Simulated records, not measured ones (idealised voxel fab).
Documented hereafter: the process module known as voxel fin reveal.
Shown is cross-section cut, with a width of 205 nm and square cells of size 5 nm.
Cross-section format: a grid of square cells, given as bands from top to bottom; each band is one or more rows of cells.
Within each band entry, the heights of the top and of the bottom of the band appear first, in that order and in nm; the materials of the band then follow from left to right, each with its corresponding width in nm. The designation "edge to edge" on a single material indicates that it fills the band from edge to edge; the designation "blank" indicates empty space.
Note: height 0 marks the level under which the wafer is uniformly one material as received. Lowest band unbounded below, written "0 nm and below".
Note: "30..40" means the width goes from the first number (top row of the band) to the second number (bottom row) in equal steps per row of cells.
"identical to before" -> step changed no cross-section cell.
Voids not open to the top, 8 cells minimum: see "Closed void register". Written width x height at distance; distance is from the left edge; nm.
Heads up: the bit after the settings on a step's line is the simulator's remark on that step.
overlay nm: mask offset rightward from planned place, masked step; negative means leftward offset.
Steps planned for the process:
1 RECEIVE (material Si)
2 CONFORMAL_DEP (material SiN; thk nm 10)
3 DIRECTIONAL_DEP (material aC; thk nm 10)
4 PATTERN (tone cover; mask id FINS; material resist; width nm 15; pitch nm 35; thk nm 30; overlay nm 0)
5 DIRECTIONAL_ETCH (etch materials aC; depth nm 10)
6 STRIP (etch materials resist)
7 DIRECTIONAL_ETCH (etch materials SiN; depth nm 5)
8 DIRECTIONAL_ETCH (etch materials Si; depth nm 35)
9 STRIP (etch materials aC)
10 FILL_DEP (material SiO2; thk nm 5)
11 CMP (height nm 10)
12 SELECTIVE_ETCH (etch materials SiO2; depth nm 20)
13 STRIP (etch materials SiN)
14 CONFORMAL_DEP (material HfO2; thk nm 5)
For this document, wafers share an identical start and vary in the step 7 depth nm; the plan quotes the first wafer's value.
First wafer of several, as received: cross-section after step 1:
  0 nm and below  Si edge to edge
  Closed void register: none
Table: wafers, a row each; end-of-module cell change per material since receipt, gain (+), loss (-); then closed voids:
depth nm 5 | +41 HfO2 | Closed void register: none
depth nm 10 | +53 HfO2 | -224 Si | +160 SiO2 | Closed void register: none
depth nm 15 | +53 HfO2 | -224 Si | +160 SiO2 | Closed void register: none
depth nm 20 | +53 HfO2 | -224 Si | +160 SiO2 | Closed void register: none
depth nm 25 | +53 HfO2 | -224 Si | +160 SiO2 | Closed void register: none
